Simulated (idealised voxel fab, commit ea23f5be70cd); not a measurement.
Proc. module: voxel air gaps
The cross-section on display is named cut; it measures 290 nm wide, and its cells are 5 nm squares.
Bands, listed from the top down, are how a cross-section gets written in this document; the cross-section itself is a grid of square cells, and a band is one or more rows of them. A band entry consists of two parts. The first gives the height of the band's top and the height of its bottom, in nm. The rest lists the band's materials from left to right, each with its width in nm. A single material labelled with the word "full width" fills the band from edge to edge, and the word "empty" marks empty space. All heights in this document are referenced to 0, defined as the level beneath which the wafer, as received, consists entirely of one material. The lowest band is not bounded below; it extends indefinitely downward and is written in the form "from 0 down". When a width is written as two numbers, as in "30->40", the first number is the width in the top row of cells of the band and the second is the width in its bottom row, and the width changes by the same amount from each row to the next. Any step labelled "left unchanged" changed none of the cells in the cross-section. Under "Closed voids list" you'll find the enclosed gaps, the ones with no way out to the top, that are 8 cells or bigger; each reads width x height at distance, with distance counted from the left edge, everything in nm. Where a step's line continues beyond its settings, the continuation is a remark by the simulator itself on that step. overlay nm: right-of-plan distance of the mask on a masked step; negative values mean left-of-plan.
Steps planned for the process
step 1: RECEIVE (material Si)
step 2: CONFORMAL_DEP (material SiO2; thk nm 15)
step 3: CONFORMAL_DEP (material SiN; thk nm 5)
step 4: DIRECTIONAL_DEP (material SiO2; thk nm 30)
step 5: DIRECTIONAL_DEP (material aC; thk nm 10)
step 6: PATTERN (tone open; mask id LINES; material resist; width nm 15; pitch nm 45; thk nm 30; overlay nm 0)
step 7: DIRECTIONAL_ETCH (etch materials aC; depth nm 10)
step 8: STRIP (etch materials resist)
step 9: DIRECTIONAL_ETCH (etch materials SiO2; depth nm 30)
step 10: STRIP (etch materials aC)
step 11: CONFORMAL_DEP (material TiN; thk nm 5)
step 12: FILL_DEP (material Ru; thk nm 10)
step 13: CMP (height nm 50)
step 14: EPI (material Ru; thk nm 10)
step 15: SELECTIVE_ETCH (etch materials SiO2; depth nm 40)
step 16: CONFORMAL_DEP (material SiN; thk nm 5)
On the first of the two wafers: run conducted according to plan
Shown in cross-section is the wafer as received, that is, as it stands after step 1
    from 0 down: Si full width
    Closed voids list: none
The following cross-section depicts the wafer upon completion of step 2
    from 15 to 0: SiO2 full width
    Note: structure below 0 unchanged.
The following cross-section depicts the wafer upon completion of step 3
    from 20 to 15: SiN full width
    Note: structure below 15 unchanged.
The following cross-section depicts the wafer upon completion of step 4
    from 50 to 20: SiO2 full width
    Note: structure below 20 unchanged.
The following cross-section depicts the wafer upon completion of step 5
    from 60 to 50: aC full width
    Note: structure below 50 unchanged.
The following cross-section depicts the wafer upon completion of step 6
    from 90 to 60: 70 nm resist, 15 nm empty, 30 nm resist, 15 nm empty, 30 nm resist, 15 nm empty, 30 nm resist, 15 nm empty, 70 nm resist
    Note: structure below 60 unchanged.
The following cross-section depicts the wafer upon completion of step 7
    from 80 to 60: 70 nm resist, 15 nm empty, 30 nm resist, 15 nm empty, 30 nm resist, 15 nm empty, 30 nm resist, 15 nm empty, 70 nm resist
    from 60 to 50: 70 nm aC, 15 nm empty, 30 nm aC, 15 nm empty, 30 nm aC, 15 nm empty, 30 nm aC, 15 nm empty, 70 nm aC
    Note: structure below 50 unchanged.
The following cross-section depicts the wafer upon completion of step 8
    from 60 to 50: 70 nm aC, 15 nm empty, 30 nm aC, 15 nm empty, 30 nm aC, 15 nm empty, 30 nm aC, 15 nm empty, 70 nm aC
    Note: structure below 50 unchanged.
The following cross-section depicts the wafer upon completion of step 9
    from 60 to 50: 70 nm aC, 15 nm empty, 30 nm aC, 15 nm empty, 30 nm aC, 15 nm empty, 30 nm aC, 15 nm empty, 70 nm aC
    from 50 to 20: 70 nm SiO2, 15 nm empty, 30 nm SiO2, 15 nm empty, 30 nm SiO2, 15 nm empty, 30 nm SiO2, 15 nm empty, 70 nm SiO2
    Note: structure below 20 unchanged.
The following cross-section depicts the wafer upon completion of step 10
    from 50 to 20: 70 nm SiO2, 15 nm empty, 30 nm SiO2, 15 nm empty, 30 nm SiO2, 15 nm empty, 30 nm SiO2, 15 nm empty, 70 nm SiO2
    Note: structure below 20 unchanged.
The following cross-section depicts the wafer upon completion of step 11
    from 55 to 50: 75 nm TiN, 5 nm empty, 40 nm TiN, 5 nm empty, 40 nm TiN, 5 nm empty, 40 nm TiN, 5 nm empty, 75 nm TiN
    from 50 to 25: 70 nm SiO2, 5 nm TiN, 5 nm empty, 5 nm TiN, 30 nm SiO2, 5 nm TiN, 5 nm empty, 5 nm TiN, 30 nm SiO2, 5 nm TiN, 5 nm empty, 5 nm TiN, 30 nm SiO2, 5 nm TiN, 5 nm empty, 5 nm TiN, 70 nm SiO2
    from 25 to 20: 70 nm SiO2, 15 nm TiN, 30 nm SiO2, 15 nm TiN, 30 nm SiO2, 15 nm TiN, 30 nm SiO2, 15 nm TiN, 70 nm SiO2
    Note: structure below 20 unchanged.
The following cross-section depicts the wafer upon completion of step 12
    from 65 to 55: Ru full width
    from 55 to 50: 75 nm TiN, 5 nm Ru, 40 nm TiN, 5 nm Ru, 40 nm TiN, 5 nm Ru, 40 nm TiN, 5 nm Ru, 75 nm TiN
    from 50 to 25: 70 nm SiO2, 5 nm TiN, 5 nm Ru, 5 nm TiN, 30 nm SiO2, 5 nm TiN, 5 nm Ru, 5 nm TiN, 30 nm SiO2, 5 nm TiN, 5 nm Ru, 5 nm TiN, 30 nm SiO2, 5 nm TiN, 5 nm Ru, 5 nm TiN, 70 nm SiO2
    Note: structure below 25 unchanged.
The following cross-section depicts the wafer upon completion of step 13
    from 50 to 25: 70 nm SiO2, 5 nm TiN, 5 nm Ru, 5 nm TiN, 30 nm SiO2, 5 nm TiN, 5 nm Ru, 5 nm TiN, 30 nm SiO2, 5 nm TiN, 5 nm Ru, 5 nm TiN, 30 nm SiO2, 5 nm TiN, 5 nm Ru, 5 nm TiN, 70 nm SiO2
    Note: structure below 25 unchanged.
The following cross-section depicts the wafer upon completion of step 14
    from 60 to 50: 60 nm empty, 35 nm Ru, 10 nm empty, 35 nm Ru, 10 nm empty, 35 nm Ru, 10 nm empty, 35 nm Ru, 60 nm empty
    Note: structure below 50 unchanged.
The following cross-section depicts the wafer upon completion of step 15
    from 60 to 50: 60 nm empty, 35 nm Ru, 10 nm empty, 35 nm Ru, 10 nm empty, 35 nm Ru, 10 nm empty, 35 nm Ru, 60 nm empty
    from 50 to 25: 70 nm empty, 5 nm TiN, 5 nm Ru, 5 nm TiN, 30 nm empty, 5 nm TiN, 5 nm Ru, 5 nm TiN, 30 nm empty, 5 nm TiN, 5 nm Ru, 5 nm TiN, 30 nm empty, 5 nm TiN, 5 nm Ru, 5 nm TiN, 70 nm empty
    from 25 to 20: 70 nm empty, 15 nm TiN, 30 nm empty, 15 nm TiN, 30 nm empty, 15 nm TiN, 30 nm empty, 15 nm TiN, 70 nm empty
    Note: structure below 20 unchanged.
The following cross-section depicts the wafer upon completion of step 16
    from 65 to 60: 55 nm empty, 180 nm SiN, 55 nm empty
    from 60 to 50: 55 nm empty, 5 nm SiN, 35 nm Ru, 10 nm SiN, 35 nm Ru, 10 nm SiN, 35 nm Ru, 10 nm SiN, 35 nm Ru, 5 nm SiN, 55 nm empty
    from 50 to 45: 55 nm empty, 15 nm SiN, 5 nm TiN, 5 nm Ru, 5 nm TiN, 30 nm SiN, 5 nm TiN, 5 nm Ru, 5 nm TiN, 30 nm SiN, 5 nm TiN, 5 nm Ru, 5 nm TiN, 30 nm SiN, 5 nm TiN, 5 nm Ru, 5 nm TiN, 15 nm SiN, 55 nm empty
    from 45 to 25: 65 nm empty, 5 nm SiN, 5 nm TiN, 5 nm Ru, 5 nm TiN, 5 nm SiN, 20 nm empty, 5 nm SiN, 5 nm TiN, 5 nm Ru, 5 nm TiN, 5 nm SiN, 20 nm empty, 5 nm SiN, 5 nm TiN, 5 nm Ru, 5 nm TiN, 5 nm SiN, 20 nm empty, 5 nm SiN, 5 nm TiN, 5 nm Ru, 5 nm TiN, 5 nm SiN, 65 nm empty
    from 25 to 20: 70 nm SiN, 15 nm TiN, 30 nm SiN, 15 nm TiN, 30 nm SiN, 15 nm TiN, 30 nm SiN, 15 nm TiN, 70 nm SiN
    Note: structure below 20 unchanged.
    Closed voids list: 20 x 20 at 90; 20 x 20 at 135; 20 x 20 at 180
Wafer two. Identical start, identical plan. One mistake in execution. Identical history through step 13
Second wafer cross-section, taken as of the time the plan sets for step 14 to be done
    from 50 to 25: 70 nm empty, 5 nm TiN, 5 nm Ru, 5 nm TiN, 30 nm empty, 5 nm TiN, 5 nm Ru, 5 nm TiN, 30 nm empty, 5 nm TiN, 5 nm Ru, 5 nm TiN, 30 nm empty, 5 nm TiN, 5 nm Ru, 5 nm TiN, 70 nm empty
    from 25 to 20: 70 nm empty, 15 nm TiN, 30 nm empty, 15 nm TiN, 30 nm empty, 15 nm TiN, 30 nm empty, 15 nm TiN, 70 nm empty
    Note: structure below 20 unchanged.
Second wafer cross-section, taken as of the time the plan sets for step 15 to be done
    from 60 to 50: 60 nm empty, 35 nm Ru, 10 nm empty, 35 nm Ru, 10 nm empty, 35 nm Ru, 10 nm empty, 35 nm Ru, 60 nm empty
    from 50 to 25: 60 nm empty, 10 nm Ru, 5 nm TiN, 5 nm Ru, 5 nm TiN, 10 nm Ru, 10 nm empty, 10 nm Ru, 5 nm TiN, 5 nm Ru, 5 nm TiN, 10 nm Ru, 10 nm empty, 10 nm Ru, 5 nm TiN, 5 nm Ru, 5 nm TiN, 10 nm Ru, 10 nm empty, 10 nm Ru, 5 nm TiN, 5 nm Ru, 5 nm TiN, 10 nm Ru, 60 nm empty
    from 25 to 20: 60 nm empty, 10 nm Ru, 15 nm TiN, 10 nm Ru, 10 nm empty, 10 nm Ru, 15 nm TiN, 10 nm Ru, 10 nm empty, 10 nm Ru, 15 nm TiN, 10 nm Ru, 10 nm empty, 10 nm Ru, 15 nm TiN, 10 nm Ru, 60 nm empty
    Note: structure below 20 unchanged.
Second wafer cross-section, taken as of the time the plan sets for step 16 to be done
    from 65 to 60: 55 nm empty, 180 nm SiN, 55 nm empty
    from 60 to 50: 55 nm empty, 5 nm SiN, 35 nm Ru, 10 nm SiN, 35 nm Ru, 10 nm SiN, 35 nm Ru, 10 nm SiN, 35 nm Ru, 5 nm SiN, 55 nm empty
    from 50 to 25: 55 nm empty, 5 nm SiN, 10 nm Ru, 5 nm TiN, 5 nm Ru, 5 nm TiN, 10 nm Ru, 10 nm SiN, 10 nm Ru, 5 nm TiN, 5 nm Ru, 5 nm TiN, 10 nm Ru, 10 nm SiN, 10 nm Ru, 5 nm TiN, 5 nm Ru, 5 nm TiN, 10 nm Ru, 10 nm SiN, 10 nm Ru, 5 nm TiN, 5 nm Ru, 5 nm TiN, 10 nm Ru, 5 nm SiN, 55 nm empty
    from 25 to 20: 60 nm SiN, 10 nm Ru, 15 nm TiN, 10 nm Ru, 10 nm SiN, 10 nm Ru, 15 nm TiN, 10 nm Ru, 10 nm SiN, 10 nm Ru, 15 nm TiN, 10 nm Ru, 10 nm SiN, 10 nm Ru, 15 nm TiN, 10 nm Ru, 60 nm SiN
    Note: structure below 20 unchanged.
Misprocessing identified: steps 14 and 15 of the plan were each performed in the slot designated for the other
Final tally in cells, some materials are higher or lower on the second wafer than on the first: 96 more of Ru; 32 fewer of SiN
In the final state there are 3 closed voids in the first wafer, compared with 0 in the second wafer.
